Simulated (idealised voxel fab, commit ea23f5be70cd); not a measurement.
The process module that follows is named voxel capacitor over wiring.
We display cut, a cross-section 300 nm in width whose square cells are each 5 nm.
For the purposes of this document, a cross-section shall be understood as a grid of square cells, specified as bands listed in top-to-bottom order, each band consisting of one or more rows of cells.
The entry gives the band's vertical extent as a top height and a bottom height in nm, then its horizontal make-up as materials from left to right, each with a width in nm. "empty" stands for empty space; a single material marked "edge to edge" fills the band edge to edge.
Heights are reckoned from 0. Under this level, the received wafer is all of one material. The bottommost band is open-ended downward, for example "0 -> down".
Graded width ("30..40"): value in top row of band = first number; value in bottom row = second number; row-to-row change constant.
The designation "left unchanged", where it is given for a processing step, indicates that no cell of the cross-section was altered in the course of that step.
"Enclosed void entries" - sealed voids, min. 8 cells, no opening to top; format: width x height at distance (distance from left edge; nm throughout).
Post-settings text on a step line: simulator's own remark regarding the step.
The "overlay nm" setting may appear on a step's line; for a step that uses a mask, it gives how far to the right of its planned position the mask lay, and a negative value indicates the left.

-- This section lists the process steps that were planned
| 1 | RECEIVE (material Si) |
| 2 | CONFORMAL_DEP (material SiO2; thk nm 15) |
| 3 | DIRECTIONAL_DEP (material TiN; thk nm 5) |
| 4 | DIRECTIONAL_DEP (material W; thk nm 20) |
| 5 | PATTERN (tone cover; mask id METAL_1; material resist; width nm 25; pitch nm 75; thk nm 20; overlay nm 0) |
| 6 | DIRECTIONAL_ETCH (etch materials W; depth nm 20) |
| 7 | DIRECTIONAL_ETCH (etch materials TiN; depth nm 5) |
| 8 | STRIP (etch materials resist) |
| 9 | CONFORMAL_DEP (material SiN; thk nm 5) |
| 10 | FILL_DEP (material lowk; thk nm 10) |
| 11 | CMP (height nm 40) |
| 12 | CONFORMAL_DEP (material SiCN; thk nm 5) |
| 13 | DIRECTIONAL_DEP (material SiO2; thk nm 20) |
| 14 | MASKED_ETCH (tone open; mask id PLUG_1; width nm 15; etch materials SiO2; depth nm 20; overlay nm 0) |
| 15 | MASKED_ETCH (tone open; mask id PLUG_1; width nm 15; etch materials SiCN; depth nm 5; overlay nm 0) |
| 16 | EPI (material Ru; thk nm 10) |
| 17 | EPI (material Ru; thk nm 10) |
| 18 | EPI (material Ru; thk nm 5) |
| 19 | DIRECTIONAL_DEP (material TiN; thk nm 10) |
| 20 | DIRECTIONAL_DEP (material HfO2; thk nm 5) |
| 21 | DIRECTIONAL_DEP (material TiN; thk nm 10) |
| 22 | MASKED_ETCH (tone cover; mask id UPPER_PLATE; width nm 55; etch materials TiN; depth nm 10; overlay nm 0) |
| 23 | MASKED_ETCH (tone cover; mask id UPPER_PLATE; width nm 55; etch materials HfO2; depth nm 5; overlay nm 0) |
| 24 | DIRECTIONAL_DEP (material aC; thk nm 15) |
| 25 | PATTERN (tone cover; mask id LOWER_PLATE; material resist; width nm 65; thk nm 35; overlay nm 0) |
| 26 | DIRECTIONAL_ETCH (etch materials aC; depth nm 15) |
| 27 | STRIP (etch materials resist) |
| 28 | DIRECTIONAL_ETCH (etch materials TiN; depth nm 10) |
| 29 | STRIP (etch materials aC) |
| 30 | FILL_DEP (material SiO2; thk nm 20) |
| 31 | CMP (height nm 105) |
| 32 | DIRECTIONAL_DEP (material aC; thk nm 10) |
| 33 | PATTERN (tone open; mask id PLUG_2; material resist; width nm 15; thk nm 25; overlay nm 0) |
| 34 | DIRECTIONAL_ETCH (etch materials aC; depth nm 10) |
| 35 | STRIP (etch materials resist) |
| 36 | DIRECTIONAL_ETCH (etch materials SiO2; depth nm 15) |
| 37 | STRIP (etch materials aC) |
| 38 | CONFORMAL_DEP (material TiN; thk nm 5) |
| 39 | FILL_DEP (material W; thk nm 5) |
| 40 | CMP (height nm 105) |
| 41 | CONFORMAL_DEP (material SiCN; thk nm 5) |

-- Wafer at receipt (post step 1), cross-section
> 0 -> down = Si edge to edge
> Enclosed void entries: none

-- One mistake in running the module, otherwise start and plan as above: cross-section at the end
> 110 -> 105 = SiCN edge to edge
> 105 -> 95 = SiO2 120 nm, TiN 5 nm, W 5 nm, TiN 5 nm, SiO2 165 nm
> 95 -> 90 = SiO2 120 nm, TiN 15 nm, SiO2 165 nm
> 90 -> 80 = SiO2 110 nm, TiN 55 nm, SiO2 135 nm
> 80 -> 75 = SiO2 110 nm, HfO2 55 nm, SiO2 135 nm
> 75 -> 65 = SiO2 105 nm, TiN 65 nm, SiO2 130 nm
> 65 -> 45 = SiO2 110 nm, Ru 15 nm, SiO2 175 nm
> 45 -> 40 = SiCN 110 nm, Ru 15 nm, SiCN 175 nm
> 40 -> 20 = lowk 105 nm, SiN 5 nm, W 25 nm, SiN 5 nm, lowk 40 nm, SiN 5 nm, W 25 nm, SiN 5 nm, lowk 85 nm
> 20 -> 15 = SiN 110 nm, TiN 25 nm, SiN 50 nm, TiN 25 nm, SiN 90 nm
> 15 -> 0 = SiO2 edge to edge
> 0 -> down = Si edge to edge
> Enclosed void entries: none
It is concluded that the wafer was processed incorrectly with respect to the plan, in that step 5 changed vs plan, executed as PATTERN (tone cover; mask id METAL_1; material resist; width nm 25; pitch nm 75; thk nm 20; overlay nm 10)
